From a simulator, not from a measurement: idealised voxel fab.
process module | voxel self aligned vias
cross-section cut | 270 nm wide | cells 5 nm
A cross-section is a grid of square cells, given in bands from the top down. A band is one or more rows of cells.
Each band's line starts with the height of the band's top and of its bottom, in nm. Then come its materials from left to right, each with its width in nm. One material with "throughout" fills the band from edge to edge. "air" is empty space.
Height 0 is the level under which the wafer as received is all one material. The lowest band goes on downwards, as in "0 down".
A width such as "30 to 40" changes by the same amount from each row of cells to the next, from the band's top row to its bottom row.
"no change" after a step means that no cell of the cross-section changed.
closed voids: empty space of 8 cells or more with no open way to the top, each as width x height at its distance from the left edge, in nm
after a step's settings: what the simulator itself notes on the step
overlay nm, on a step with a mask: how far to the right of its planned place the mask lay; to the left if negative
Each pair below shows a cross-section before one step and the cross-section after it, down to the lowest band that changed. The line under each pair gives the step between them, with its settings. The pairs can come from different runs of this module on the same starting wafer, so a pair continues from the pair above only where its "before" says so.
before
  0 down: Si throughout
  closed voids: none
after
  15 to 0: SiO2 throughout
  below 0: unchanged
  closed voids: none
the step between: op CONFORMAL_DEP | material SiO2 | thk nm 15
before: the cross-section after the pair above
after
  20 to 15: SiCN throughout
  below 15: unchanged
  closed voids: none
the step between: op CONFORMAL_DEP | material SiCN | thk nm 5
before: the cross-section after the pair above
after
  45 to 20: SiO2 throughout
  below 20: unchanged
  closed voids: none
the step between: op DIRECTIONAL_DEP | material SiO2 | thk nm 25
before: the cross-section after the pair above
after
  45 to 20: SiO2 80 | air 30 | SiO2 50 | air 30 | SiO2 80
  below 20: unchanged
  closed voids: none
the step between: op MASKED_ETCH | tone open | mask id LINES | width nm 30 | pitch nm 80 | etch materials SiO2 | depth nm 25 | overlay nm 0
before: the cross-section after the pair above
after
  50 to 45: TiN 85 | air 20 | TiN 60 | air 20 | TiN 85
  45 to 25: SiO2 80 | TiN 5 | air 20 | TiN 5 | SiO2 50 | TiN 5 | air 20 | TiN 5 | SiO2 80
  25 to 20: SiO2 80 | TiN 30 | SiO2 50 | TiN 30 | SiO2 80
  below 20: unchanged
  closed voids: none
the step between: op CONFORMAL_DEP | material TiN | thk nm 5
before: the cross-section after the pair above
after
  60 to 50: W throughout
  50 to 45: TiN 85 | W 20 | TiN 60 | W 20 | TiN 85
  45 to 25: SiO2 80 | TiN 5 | W 20 | TiN 5 | SiO2 50 | TiN 5 | W 20 | TiN 5 | SiO2 80
  below 25: unchanged
  closed voids: none
the step between: op FILL_DEP | material W | thk nm 10
before: the cross-section after the pair above
after
  45 to 25: SiO2 80 | TiN 5 | W 20 | TiN 5 | SiO2 50 | TiN 5 | W 20 | TiN 5 | SiO2 80
  below 25: unchanged
  closed voids: none
the step between: op CMP | height nm 45
before: the cross-section after the pair above
after
  45 to 35: SiO2 80 | air 30 | SiO2 50 | air 30 | SiO2 80
  below 35: unchanged
  closed voids: none
the step between: op SELECTIVE_ETCH | etch materials W Ru TiN | depth nm 10
before: the cross-section after the pair above
after
  55 to 45: SiN throughout
  45 to 35: SiO2 80 | SiN 30 | SiO2 50 | SiN 30 | SiO2 80
  below 35: unchanged
  closed voids: none
the step between: op FILL_DEP | material SiN | thk nm 10
before: the cross-section after the pair above
after
  45 to 35: SiO2 80 | SiN 30 | SiO2 50 | SiN 30 | SiO2 80
  below 35: unchanged
  closed voids: none
the step between: op CMP | height nm 45
before: the cross-section after the pair above
after
  60 to 45: SiO2 throughout
  below 45: unchanged
  closed voids: none
the step between: op DIRECTIONAL_DEP | material SiO2 | thk nm 15
before: the cross-section after the pair above
after
  80 to 60: resist 70 | air 50 | resist 30 | air 50 | resist 70
  below 60: unchanged
  closed voids: none
the step between: op PATTERN | tone open | mask id VIAS | material resist | width nm 50 | pitch nm 80 | thk nm 20 | overlay nm 0
before: the cross-section after the pair above
after
  80 to 60: resist 70 | air 50 | resist 30 | air 50 | resist 70
  60 to 45: SiO2 70 | air 50 | SiO2 30 | air 50 | SiO2 70
  below 45: unchanged
  closed voids: none
the step between: op DIRECTIONAL_ETCH | etch materials SiO2 | depth nm 15
before: the cross-section after the pair above
after
  80 to 60: resist 70 | air 50 | resist 30 | air 50 | resist 70
  60 to 45: SiO2 70 | air 50 | SiO2 30 | air 50 | SiO2 70
  45 to 35: SiO2 80 | air 30 | SiO2 50 | air 30 | SiO2 80
  below 35: unchanged
  closed voids: none
the step between: op DIRECTIONAL_ETCH | etch materials SiN | depth nm 10
before: the cross-section after the pair above
after
  60 to 45: SiO2 70 | air 50 | SiO2 30 | air 50 | SiO2 70
  below 45: unchanged
  closed voids: none
the step between: op STRIP | etch materials resist
before: the cross-section after the pair above
after
  65 to 60: TiN 75 | air 40 | TiN 40 | air 40 | TiN 75
  60 to 50: SiO2 70 | TiN 5 | air 40 | TiN 5 | SiO2 30 | TiN 5 | air 40 | TiN 5 | SiO2 70
  50 to 40: SiO2 70 to 80 | TiN 15 to 5 | air 20 | TiN 15 to 5 | SiO2 30 to 50 | TiN 15 to 5 | air 20 | TiN 15 to 5 | SiO2 70 to 80
  40 to 35: SiO2 80 | TiN 30 | SiO2 50 | TiN 30 | SiO2 80
  below 35: unchanged
  closed voids: none
the step between: op CONFORMAL_DEP | material TiN | thk nm 5
before: the cross-section after the pair above
after
  75 to 65: W throughout
  65 to 60: TiN 75 | W 40 | TiN 40 | W 40 | TiN 75
  60 to 50: SiO2 70 | TiN 5 | W 40 | TiN 5 | SiO2 30 | TiN 5 | W 40 | TiN 5 | SiO2 70
  50 to 40: SiO2 70 to 80 | TiN 15 to 5 | W 20 | TiN 15 to 5 | SiO2 30 to 50 | TiN 15 to 5 | W 20 | TiN 15 to 5 | SiO2 70 to 80
  below 40: unchanged
  closed voids: none
the step between: op FILL_DEP | material W | thk nm 10
before: the cross-section after the pair above
after
  60 to 50: SiO2 70 | TiN 5 | W 40 | TiN 5 | SiO2 30 | TiN 5 | W 40 | TiN 5 | SiO2 70
  below 50: unchanged
  closed voids: none
the step between: op CMP | height nm 60
before: the cross-section after the pair above
after
  65 to 60: SiCN throughout
  below 60: unchanged
  closed voids: none
the step between: op CONFORMAL_DEP | material SiCN | thk nm 5
before
  0 down: Si throughout
  closed voids: none
after
  5 to 0: SiCN throughout
  below 0: unchanged
  closed voids: none
the step between: op CONFORMAL_DEP | material SiCN | thk nm 5
before: the cross-section after the pair above
after
  30 to 5: SiO2 throughout
  below 5: unchanged
  closed voids: none
the step between: op DIRECTIONAL_DEP | material SiO2 | thk nm 25
before: the cross-section after the pair above
after
  30 to 5: SiO2 80 | air 30 | SiO2 50 | air 30 | SiO2 80
  below 5: unchanged
  closed voids: none
the step between: op MASKED_ETCH | tone open | mask id LINES | width nm 30 | pitch nm 80 | etch materials SiO2 | depth nm 25 | overlay nm 0
before: the cross-section after the pair above
after
  35 to 30: TiN 85 | air 20 | TiN 60 | air 20 | TiN 85
  30 to 10: SiO2 80 | TiN 5 | air 20 | TiN 5 | SiO2 50 | TiN 5 | air 20 | TiN 5 | SiO2 80
  10 to 5: SiO2 80 | TiN 30 | SiO2 50 | TiN 30 | SiO2 80
  below 5: unchanged
  closed voids: none
the step between: op CONFORMAL_DEP | material TiN | thk nm 5
before: the cross-section after the pair above
after
  45 to 35: W throughout
  35 to 30: TiN 85 | W 20 | TiN 60 | W 20 | TiN 85
  30 to 10: SiO2 80 | TiN 5 | W 20 | TiN 5 | SiO2 50 | TiN 5 | W 20 | TiN 5 | SiO2 80
  below 10: unchanged
  closed voids: none
the step between: op FILL_DEP | material W | thk nm 10
before: the cross-section after the pair above
after
  35 to 30: TiN 85 | W 20 | TiN 60 | W 20 | TiN 85
  below 30: unchanged
  closed voids: none
the step between: op SELECTIVE_ETCH | etch materials W Ru TiN | depth nm 10
before: the cross-section after the pair above
after
  45 to 35: SiN throughout
  below 35: unchanged
  closed voids: none
the step between: op FILL_DEP | material SiN | thk nm 10
before: the cross-section after the pair above
after
  60 to 45: SiO2 throughout
  below 45: unchanged
  closed voids: none
the step between: op DIRECTIONAL_DEP | material SiO2 | thk nm 15
before: the cross-section after the pair above
after
  80 to 60: resist 70 | air 50 | resist 30 | air 50 | resist 70
  below 60: unchanged
  closed voids: none
the step between: op PATTERN | tone open | mask id VIAS | material resist | width nm 50 | pitch nm 80 | thk nm 20 | overlay nm 0
before: the cross-section after the pair above
after
  80 to 60: resist 70 | air 50 | resist 30 | air 50 | resist 70
  60 to 45: SiO2 70 | air 50 | SiO2 30 | air 50 | SiO2 70
  below 45: unchanged
  closed voids: none
the step between: op DIRECTIONAL_ETCH | etch materials SiO2 | depth nm 15
before: the cross-section after the pair above
after
  80 to 60: resist 70 | air 50 | resist 30 | air 50 | resist 70
  60 to 45: SiO2 70 | air 50 | SiO2 30 | air 50 | SiO2 70
  45 to 35: SiN 70 | air 50 | SiN 30 | air 50 | SiN 70
  below 35: unchanged
  closed voids: none
the step between: op DIRECTIONAL_ETCH | etch materials SiN | depth nm 10
before: the cross-section after the pair above
after
  60 to 45: SiO2 70 | air 50 | SiO2 30 | air 50 | SiO2 70
  below 45: unchanged
  closed voids: none
the step between: op STRIP | etch materials resist
before: the cross-section after the pair above
after
  65 to 60: TiN 75 | air 40 | TiN 40 | air 40 | TiN 75
  60 to 45: SiO2 70 | TiN 5 | air 40 | TiN 5 | SiO2 30 | TiN 5 | air 40 | TiN 5 | SiO2 70
  45 to 40: SiN 70 | TiN 5 | air 40 | TiN 5 | SiN 30 | TiN 5 | air 40 | TiN 5 | SiN 70
  40 to 35: SiN 70 | TiN 50 | SiN 30 | TiN 50 | SiN 70
  below 35: unchanged
  closed voids: none
the step between: op CONFORMAL_DEP | material TiN | thk nm 5
before: the cross-section after the pair above
after
  75 to 65: W throughout
  65 to 60: TiN 75 | W 40 | TiN 40 | W 40 | TiN 75
  60 to 45: SiO2 70 | TiN 5 | W 40 | TiN 5 | SiO2 30 | TiN 5 | W 40 | TiN 5 | SiO2 70
  45 to 40: SiN 70 | TiN 5 | W 40 | TiN 5 | SiN 30 | TiN 5 | W 40 | TiN 5 | SiN 70
  below 40: unchanged
  closed voids: none
the step between: op FILL_DEP | material W | thk nm 10
before: the cross-section after the pair above
after
  60 to 45: SiO2 70 | TiN 5 | W 40 | TiN 5 | SiO2 30 | TiN 5 | W 40 | TiN 5 | SiO2 70
  below 45: unchanged
  closed voids: none
the step between: op CMP | height nm 60
before: the cross-section after the pair above
after
  65 to 60: SiCN throughout
  below 60: unchanged
  closed voids: none
the step between: op CONFORMAL_DEP | material SiCN | thk nm 5
before
  80 to 60: resist 70 | air 50 | resist 30 | air 50 | resist 70
  60 to 45: SiO2 70 | air 50 | SiO2 30 | air 50 | SiO2 70
  45 to 35: SiO2 80 | SiN 30 | SiO2 50 | SiN 30 | SiO2 80
  35 to 25: SiO2 80 | TiN 5 | W 20 | TiN 5 | SiO2 50 | TiN 5 | W 20 | TiN 5 | SiO2 80
  25 to 20: SiO2 80 | TiN 30 | SiO2 50 | TiN 30 | SiO2 80
  20 to 15: SiCN throughout
  15 to 0: SiO2 throughout
  0 down: Si throughout
  closed voids: none
after
  80 to 60: resist 70 | air 50 | resist 30 | air 50 | resist 70
  60 to 45: SiO2 70 | air 50 | SiO2 30 | air 50 | SiO2 70
  45 to 35: SiO2 70 | air 10 | SiN 30 | air 10 | SiO2 30 | air 10 | SiN 30 | air 10 | SiO2 70
  35 to 30: SiO2 70 | air 10 | TiN 5 | W 20 | TiN 5 | air 10 | SiO2 30 | air 10 | TiN 5 | W 20 | TiN 5 | air 10 | SiO2 70
  below 30: unchanged
  closed voids: none
the step between: op DIRECTIONAL_ETCH | etch materials SiO2 | depth nm 15
before: the cross-section after the pair above
after
  80 to 60: resist 70 | air 50 | resist 30 | air 50 | resist 70
  60 to 35: SiO2 70 | air 50 | SiO2 30 | air 50 | SiO2 70
  below 35: unchanged
  closed voids: none
the step between: op DIRECTIONAL_ETCH | etch materials SiN | depth nm 10
before: the cross-section after the pair above
after
  60 to 35: SiO2 70 | air 50 | SiO2 30 | air 50 | SiO2 70
  below 35: unchanged
  closed voids: none
the step between: op STRIP | etch materials resist
before: the cross-section after the pair above
after
  65 to 60: TiN 75 | air 40 | TiN 40 | air 40 | TiN 75
  60 to 40: SiO2 70 | TiN 5 | air 40 | TiN 5 | SiO2 30 | TiN 5 | air 40 | TiN 5 | SiO2 70
  40 to 35: SiO2 70 | TiN 50 | SiO2 30 | TiN 50 | SiO2 70
  35 to 25: SiO2 70 to 80 | TiN 15 to 5 | W 20 | TiN 15 to 5 | SiO2 30 to 50 | TiN 15 to 5 | W 20 | TiN 15 to 5 | SiO2 70 to 80
  below 25: unchanged
  closed voids: none
the step between: op CONFORMAL_DEP | material TiN | thk nm 5
before: the cross-section after the pair above
after
  75 to 65: W throughout
  65 to 60: TiN 75 | W 40 | TiN 40 | W 40 | TiN 75
  60 to 40: SiO2 70 | TiN 5 | W 40 | TiN 5 | SiO2 30 | TiN 5 | W 40 | TiN 5 | SiO2 70
  below 40: unchanged
  closed voids: none
the step between: op FILL_DEP | material W | thk nm 10
before: the cross-section after the pair above
after
  60 to 40: SiO2 70 | TiN 5 | W 40 | TiN 5 | SiO2 30 | TiN 5 | W 40 | TiN 5 | SiO2 70
  below 40: unchanged
  closed voids: none
the step between: op CMP | height nm 60
before: the cross-section after the pair above
after
  65 to 60: SiCN throughout
  below 60: unchanged
  closed voids: none
the step between: op CONFORMAL_DEP | material SiCN | thk nm 5
before
  5 to 0: SiCN throughout
  0 down: Si throughout
  closed voids: none
after
  20 to 5: SiO2 throughout
  below 5: unchanged
  closed voids: none
the step between: op CONFORMAL_DEP | material SiO2 | thk nm 15
before: the cross-section after the pair above
after
  45 to 5: SiO2 throughout
  below 5: unchanged
  closed voids: none
the step between: op DIRECTIONAL_DEP | material SiO2 | thk nm 25
before: the cross-section after the pair above
after
  45 to 20: SiO2 80 | air 30 | SiO2 50 | air 30 | SiO2 80
  below 20: unchanged
  closed voids: none
the step between: op MASKED_ETCH | tone open | mask id LINES | width nm 30 | pitch nm 80 | etch materials SiO2 | depth nm 25 | overlay nm 0
before: the cross-section after the pair above
after
  50 to 45: TiN 85 | air 20 | TiN 60 | air 20 | TiN 85
  45 to 25: SiO2 80 | TiN 5 | air 20 | TiN 5 | SiO2 50 | TiN 5 | air 20 | TiN 5 | SiO2 80
  25 to 20: SiO2 80 | TiN 30 | SiO2 50 | TiN 30 | SiO2 80
  below 20: unchanged
  closed voids: none
the step between: op CONFORMAL_DEP | material TiN | thk nm 5
before: the cross-section after the pair above
after
  60 to 50: W throughout
  50 to 45: TiN 85 | W 20 | TiN 60 | W 20 | TiN 85
  45 to 25: SiO2 80 | TiN 5 | W 20 | TiN 5 | SiO2 50 | TiN 5 | W 20 | TiN 5 | SiO2 80
  below 25: unchanged
  closed voids: none
the step between: op FILL_DEP | material W | thk nm 10
before: the cross-section after the pair above
after
  45 to 25: SiO2 80 | TiN 5 | W 20 | TiN 5 | SiO2 50 | TiN 5 | W 20 | TiN 5 | SiO2 80
  below 25: unchanged
  closed voids: none
the step between: op CMP | height nm 45
before: the cross-section after the pair above
after
  45 to 35: SiO2 80 | air 30 | SiO2 50 | air 30 | SiO2 80
  below 35: unchanged
  closed voids: none
the step between: op SELECTIVE_ETCH | etch materials W Ru TiN | depth nm 10
before: the cross-section after the pair above
after
  55 to 45: SiN throughout
  45 to 35: SiO2 80 | SiN 30 | SiO2 50 | SiN 30 | SiO2 80
  below 35: unchanged
  closed voids: none
the step between: op FILL_DEP | material SiN | thk nm 10
before: the cross-section after the pair above
after
  45 to 35: SiO2 80 | SiN 30 | SiO2 50 | SiN 30 | SiO2 80
  below 35: unchanged
  closed voids: none
the step between: op CMP | height nm 45
before: the cross-section after the pair above
after
  60 to 45: SiO2 throughout
  below 45: unchanged
  closed voids: none
the step between: op DIRECTIONAL_DEP | material SiO2 | thk nm 15
before: the cross-section after the pair above
after
  80 to 60: resist 70 | air 50 | resist 30 | air 50 | resist 70
  below 60: unchanged
  closed voids: none
the step between: op PATTERN | tone open | mask id VIAS | material resist | width nm 50 | pitch nm 80 | thk nm 20 | overlay nm 0
before: the cross-section after the pair above
after
  80 to 60: resist 70 | air 50 | resist 30 | air 50 | resist 70
  60 to 45: SiO2 70 | air 50 | SiO2 30 | air 50 | SiO2 70
  below 45: unchanged
  closed voids: none
the step between: op DIRECTIONAL_ETCH | etch materials SiO2 | depth nm 15
before: the cross-section after the pair above
after
  80 to 60: resist 70 | air 50 | resist 30 | air 50 | resist 70
  60 to 45: SiO2 70 | air 50 | SiO2 30 | air 50 | SiO2 70
  45 to 35: SiO2 80 | air 30 | SiO2 50 | air 30 | SiO2 80
  below 35: unchanged
  closed voids: none
the step between: op DIRECTIONAL_ETCH | etch materials SiN | depth nm 10
before: the cross-section after the pair above
after
  60 to 45: SiO2 70 | air 50 | SiO2 30 | air 50 | SiO2 70
  below 45: unchanged
  closed voids: none
the step between: op STRIP | etch materials resist
before: the cross-section after the pair above
after
  65 to 60: TiN 75 | air 40 | TiN 40 | air 40 | TiN 75
  60 to 50: SiO2 70 | TiN 5 | air 40 | TiN 5 | SiO2 30 | TiN 5 | air 40 | TiN 5 | SiO2 70
  50 to 40: SiO2 70 to 80 | TiN 15 to 5 | air 20 | TiN 15 to 5 | SiO2 30 to 50 | TiN 15 to 5 | air 20 | TiN 15 to 5 | SiO2 70 to 80
  40 to 35: SiO2 80 | TiN 30 | SiO2 50 | TiN 30 | SiO2 80
  below 35: unchanged
  closed voids: none
the step between: op CONFORMAL_DEP | material TiN | thk nm 5
before: the cross-section after the pair above
after
  75 to 65: W throughout
  65 to 60: TiN 75 | W 40 | TiN 40 | W 40 | TiN 75
  60 to 50: SiO2 70 | TiN 5 | W 40 | TiN 5 | SiO2 30 | TiN 5 | W 40 | TiN 5 | SiO2 70
  50 to 40: SiO2 70 to 80 | TiN 15 to 5 | W 20 | TiN 15 to 5 | SiO2 30 to 50 | TiN 15 to 5 | W 20 | TiN 15 to 5 | SiO2 70 to 80
  below 40: unchanged
  closed voids: none
the step between: op FILL_DEP | material W | thk nm 10
before: the cross-section after the pair above
after
  60 to 50: SiO2 70 | TiN 5 | W 40 | TiN 5 | SiO2 30 | TiN 5 | W 40 | TiN 5 | SiO2 70
  below 50: unchanged
  closed voids: none
the step between: op CMP | height nm 60
before: the cross-section after the pair above
after
  65 to 60: SiCN throughout
  below 60: unchanged
  closed voids: none
the step between: op CONFORMAL_DEP | material SiCN | thk nm 5
before
  0 down: Si throughout
  closed voids: none
after
  5 to 0: SiO2 throughout
  below 0: unchanged
  closed voids: none
the step between: op CONFORMAL_DEP | material SiO2 | thk nm 5
before: the cross-section after the pair above
after
  10 to 5: SiCN throughout
  below 5: unchanged
  closed voids: none
the step between: op CONFORMAL_DEP | material SiCN | thk nm 5
before: the cross-section after the pair above
after
  35 to 10: SiO2 throughout
  below 10: unchanged
  closed voids: none
the step between: op DIRECTIONAL_DEP | material SiO2 | thk nm 25
before: the cross-section after the pair above
after
  35 to 10: SiO2 80 | air 30 | SiO2 50 | air 30 | SiO2 80
  below 10: unchanged
  closed voids: none
the step between: op MASKED_ETCH | tone open | mask id LINES | width nm 30 | pitch nm 80 | etch materials SiO2 | depth nm 25 | overlay nm 0
before: the cross-section after the pair above
after
  40 to 35: TiN 85 | air 20 | TiN 60 | air 20 | TiN 85
  35 to 15: SiO2 80 | TiN 5 | air 20 | TiN 5 | SiO2 50 | TiN 5 | air 20 | TiN 5 | SiO2 80
  15 to 10: SiO2 80 | TiN 30 | SiO2 50 | TiN 30 | SiO2 80
  below 10: unchanged
  closed voids: none
the step between: op CONFORMAL_DEP | material TiN | thk nm 5
before: the cross-section after the pair above
after
  50 to 40: W throughout
  40 to 35: TiN 85 | W 20 | TiN 60 | W 20 | TiN 85
  35 to 15: SiO2 80 | TiN 5 | W 20 | TiN 5 | SiO2 50 | TiN 5 | W 20 | TiN 5 | SiO2 80
  below 15: unchanged
  closed voids: none
the step between: op FILL_DEP | material W | thk nm 10
before: the cross-section after the pair above
after
  45 to 40: W throughout
  below 40: unchanged
  closed voids: none
the step between: op CMP | height nm 45
before: the cross-section after the pair above
after
  35 to 15: SiO2 80 | TiN 5 | W 20 | TiN 5 | SiO2 50 | TiN 5 | W 20 | TiN 5 | SiO2 80
  below 15: unchanged
  closed voids: none
the step between: op SELECTIVE_ETCH | etch materials W Ru TiN | depth nm 10
before: the cross-section after the pair above
after
  45 to 35: SiN throughout
  below 35: unchanged
  closed voids: none
the step between: op FILL_DEP | material SiN | thk nm 10
before: the cross-section after the pair above
after
  60 to 45: SiO2 throughout
  below 45: unchanged
  closed voids: none
the step between: op DIRECTIONAL_DEP | material SiO2 | thk nm 15
before: the cross-section after the pair above
after
  80 to 60: resist 70 | air 50 | resist 30 | air 50 | resist 70
  below 60: unchanged
  closed voids: none
the step between: op PATTERN | tone open | mask id VIAS | material resist | width nm 50 | pitch nm 80 | thk nm 20 | overlay nm 0
before: the cross-section after the pair above
after
  80 to 60: resist 70 | air 50 | resist 30 | air 50 | resist 70
  60 to 45: SiO2 70 | air 50 | SiO2 30 | air 50 | SiO2 70
  below 45: unchanged
  closed voids: none
the step between: op DIRECTIONAL_ETCH | etch materials SiO2 | depth nm 15
before: the cross-section after the pair above
after
  80 to 60: resist 70 | air 50 | resist 30 | air 50 | resist 70
  60 to 45: SiO2 70 | air 50 | SiO2 30 | air 50 | SiO2 70
  45 to 35: SiN 70 | air 50 | SiN 30 | air 50 | SiN 70
  below 35: unchanged
  closed voids: none
the step between: op DIRECTIONAL_ETCH | etch materials SiN | depth nm 10
before: the cross-section after the pair above
after
  60 to 45: SiO2 70 | air 50 | SiO2 30 | air 50 | SiO2 70
  below 45: unchanged
  closed voids: none
the step between: op STRIP | etch materials resist
before: the cross-section after the pair above
after
  65 to 60: TiN 75 | air 40 | TiN 40 | air 40 | TiN 75
  60 to 45: SiO2 70 | TiN 5 | air 40 | TiN 5 | SiO2 30 | TiN 5 | air 40 | TiN 5 | SiO2 70
  45 to 40: SiN 70 | TiN 5 | air 40 | TiN 5 | SiN 30 | TiN 5 | air 40 | TiN 5 | SiN 70
  40 to 35: SiN 70 | TiN 50 | SiN 30 | TiN 50 | SiN 70
  below 35: unchanged
  closed voids: none
the step between: op CONFORMAL_DEP | material TiN | thk nm 5
before: the cross-section after the pair above
after
  75 to 65: W throughout
  65 to 60: TiN 75 | W 40 | TiN 40 | W 40 | TiN 75
  60 to 45: SiO2 70 | TiN 5 | W 40 | TiN 5 | SiO2 30 | TiN 5 | W 40 | TiN 5 | SiO2 70
  45 to 40: SiN 70 | TiN 5 | W 40 | TiN 5 | SiN 30 | TiN 5 | W 40 | TiN 5 | SiN 70
  below 40: unchanged
  closed voids: none
the step between: op FILL_DEP | material W | thk nm 10
before: the cross-section after the pair above
after
  60 to 45: SiO2 70 | TiN 5 | W 40 | TiN 5 | SiO2 30 | TiN 5 | W 40 | TiN 5 | SiO2 70
  below 45: unchanged
  closed voids: none
the step between: op CMP | height nm 60
before: the cross-section after the pair above
after
  65 to 60: SiCN throughout
  below 60: unchanged
  closed voids: none
the step between: op CONFORMAL_DEP | material SiCN | thk nm 5
before
  60 to 45: SiO2 throughout
  45 to 35: SiO2 80 | SiN 30 | SiO2 50 | SiN 30 | SiO2 80
  35 to 25: SiO2 80 | TiN 5 | W 20 | TiN 5 | SiO2 50 | TiN 5 | W 20 | TiN 5 | SiO2 80
  25 to 20: SiO2 80 | TiN 30 | SiO2 50 | TiN 30 | SiO2 80
  20 to 15: SiCN throughout
  15 to 0: SiO2 throughout
  0 down: Si throughout
  closed voids: none
after
  80 to 60: resist 70 | air 55 | resist 25 | air 55 | resist 65
  below 60: unchanged
  closed voids: none
the step between: op PATTERN | tone open | mask id VIAS | material resist | width nm 55 | pitch nm 80 | thk nm 20 | overlay nm 0
before: the cross-section after the pair above
after
  80 to 60: resist 70 | air 55 | resist 25 | air 55 | resist 65
  60 to 45: SiO2 70 | air 55 | SiO2 25 | air 55 | SiO2 65
  below 45: unchanged
  closed voids: none
the step between: op DIRECTIONAL_ETCH | etch materials SiO2 | depth nm 15
before: the cross-section after the pair above
after
  80 to 60: resist 70 | air 55 | resist 25 | air 55 | resist 65
  60 to 45: SiO2 70 | air 55 | SiO2 25 | air 55 | SiO2 65
  45 to 35: SiO2 80 | air 30 | SiO2 50 | air 30 | SiO2 80
  below 35: unchanged
  closed voids: none
the step between: op DIRECTIONAL_ETCH | etch materials SiN | depth nm 10
before: the cross-section after the pair above
after
  60 to 45: SiO2 70 | air 55 | SiO2 25 | air 55 | SiO2 65
  below 45: unchanged
  closed voids: none
the step between: op STRIP | etch materials resist
before: the cross-section after the pair above
after
  65 to 60: TiN 75 | air 45 | TiN 35 | air 45 | TiN 70
  60 to 50: SiO2 70 | TiN 5 | air 45 | TiN 5 | SiO2 25 | TiN 5 | air 45 | TiN 5 | SiO2 65
  50 to 40: SiO2 70 to 80 | TiN 15 to 5 | air 20 | TiN 20 to 5 | SiO2 25 to 50 | TiN 15 to 5 | air 20 | TiN 20 to 5 | SiO2 65 to 80
  40 to 35: SiO2 80 | TiN 30 | SiO2 50 | TiN 30 | SiO2 80
  below 35: unchanged
  closed voids: none
the step between: op CONFORMAL_DEP | material TiN | thk nm 5
before: the cross-section after the pair above
after
  75 to 65: W throughout
  65 to 60: TiN 75 | W 45 | TiN 35 | W 45 | TiN 70
  60 to 50: SiO2 70 | TiN 5 | W 45 | TiN 5 | SiO2 25 | TiN 5 | W 45 | TiN 5 | SiO2 65
  50 to 40: SiO2 70 to 80 | TiN 15 to 5 | W 20 | TiN 20 to 5 | SiO2 25 to 50 | TiN 15 to 5 | W 20 | TiN 20 to 5 | SiO2 65 to 80
  below 40: unchanged
  closed voids: none
the step between: op FILL_DEP | material W | thk nm 10
before: the cross-section after the pair above
after
  60 to 50: SiO2 70 | TiN 5 | W 45 | TiN 5 | SiO2 25 | TiN 5 | W 45 | TiN 5 | SiO2 65
  below 50: unchanged
  closed voids: none
the step between: op CMP | height nm 60
before: the cross-section after the pair above
after
  65 to 60: SiCN throughout
  below 60: unchanged
  closed voids: none
the step between: op CONFORMAL_DEP | material SiCN | thk nm 5
before
  45 to 20: SiO2 throughout
  20 to 15: SiCN throughout
  15 to 0: SiO2 throughout
  0 down: Si throughout
  closed voids: none
after
  45 to 20: SiO2 75 | air 30 | SiO2 50 | air 30 | SiO2 85
  below 20: unchanged
  closed voids: none
the step between: op MASKED_ETCH | tone open | mask id LINES | width nm 30 | pitch nm 80 | etch materials SiO2 | depth nm 25 | overlay nm -5
before: the cross-section after the pair above
after
  50 to 45: TiN 80 | air 20 | TiN 60 | air 20 | TiN 90
  45 to 25: SiO2 75 | TiN 5 | air 20 | TiN 5 | SiO2 50 | TiN 5 | air 20 | TiN 5 | SiO2 85
  25 to 20: SiO2 75 | TiN 30 | SiO2 50 | TiN 30 | SiO2 85
  below 20: unchanged
  closed voids: none
the step between: op CONFORMAL_DEP | material TiN | thk nm 5
before: the cross-section after the pair above
after
  60 to 50: W throughout
  50 to 45: TiN 80 | W 20 | TiN 60 | W 20 | TiN 90
  45 to 25: SiO2 75 | TiN 5 | W 20 | TiN 5 | SiO2 50 | TiN 5 | W 20 | TiN 5 | SiO2 85
  below 25: unchanged
  closed voids: none
the step between: op FILL_DEP | material W | thk nm 10
before: the cross-section after the pair above
after
  45 to 25: SiO2 75 | TiN 5 | W 20 | TiN 5 | SiO2 50 | TiN 5 | W 20 | TiN 5 | SiO2 85
  below 25: unchanged
  closed voids: none
the step between: op CMP | height nm 45
before: the cross-section after the pair above
after
  45 to 35: SiO2 75 | air 30 | SiO2 50 | air 30 | SiO2 85
  below 35: unchanged
  closed voids: none
the step between: op SELECTIVE_ETCH | etch materials W Ru TiN | depth nm 10
before: the cross-section after the pair above
after
  55 to 45: SiN throughout
  45 to 35: SiO2 75 | SiN 30 | SiO2 50 | SiN 30 | SiO2 85
  below 35: unchanged
  closed voids: none
the step between: op FILL_DEP | material SiN | thk nm 10
before: the cross-section after the pair above
after
  45 to 35: SiO2 75 | SiN 30 | SiO2 50 | SiN 30 | SiO2 85
  below 35: unchanged
  closed voids: none
the step between: op CMP | height nm 45
before: the cross-section after the pair above
after
  60 to 45: SiO2 throughout
  below 45: unchanged
  closed voids: none
the step between: op DIRECTIONAL_DEP | material SiO2 | thk nm 15
before: the cross-section after the pair above
after
  80 to 60: resist 70 | air 50 | resist 30 | air 50 | resist 70
  below 60: unchanged
  closed voids: none
the step between: op PATTERN | tone open | mask id VIAS | material resist | width nm 50 | pitch nm 80 | thk nm 20 | overlay nm 0
before: the cross-section after the pair above
after
  80 to 60: resist 70 | air 50 | resist 30 | air 50 | resist 70
  60 to 45: SiO2 70 | air 50 | SiO2 30 | air 50 | SiO2 70
  below 45: unchanged
  closed voids: none
the step between: op DIRECTIONAL_ETCH | etch materials SiO2 | depth nm 15
before: the cross-section after the pair above
after
  80 to 60: resist 70 | air 50 | resist 30 | air 50 | resist 70
  60 to 45: SiO2 70 | air 50 | SiO2 30 | air 50 | SiO2 70
  45 to 35: SiO2 75 | air 30 | SiO2 50 | air 30 | SiO2 85
  below 35: unchanged
  closed voids: none
the step between: op DIRECTIONAL_ETCH | etch materials SiN | depth nm 10
before: the cross-section after the pair above
after
  60 to 45: SiO2 70 | air 50 | SiO2 30 | air 50 | SiO2 70
  below 45: unchanged
  closed voids: none
the step between: op STRIP | etch materials resist
before: the cross-section after the pair above
after
  65 to 60: TiN 75 | air 40 | TiN 40 | air 40 | TiN 75
  60 to 50: SiO2 70 | TiN 5 | air 40 | TiN 5 | SiO2 30 | TiN 5 | air 40 | TiN 5 | SiO2 70
  50 to 40: SiO2 70 to 75 | TiN 10 to 5 | air 20 | TiN 20 to 5 | SiO2 30 to 50 | TiN 10 to 5 | air 20 | TiN 20 to 5 | SiO2 70 to 85
  40 to 35: SiO2 75 | TiN 30 | SiO2 50 | TiN 30 | SiO2 85
  below 35: unchanged
  closed voids: none
the step between: op CONFORMAL_DEP | material TiN | thk nm 5
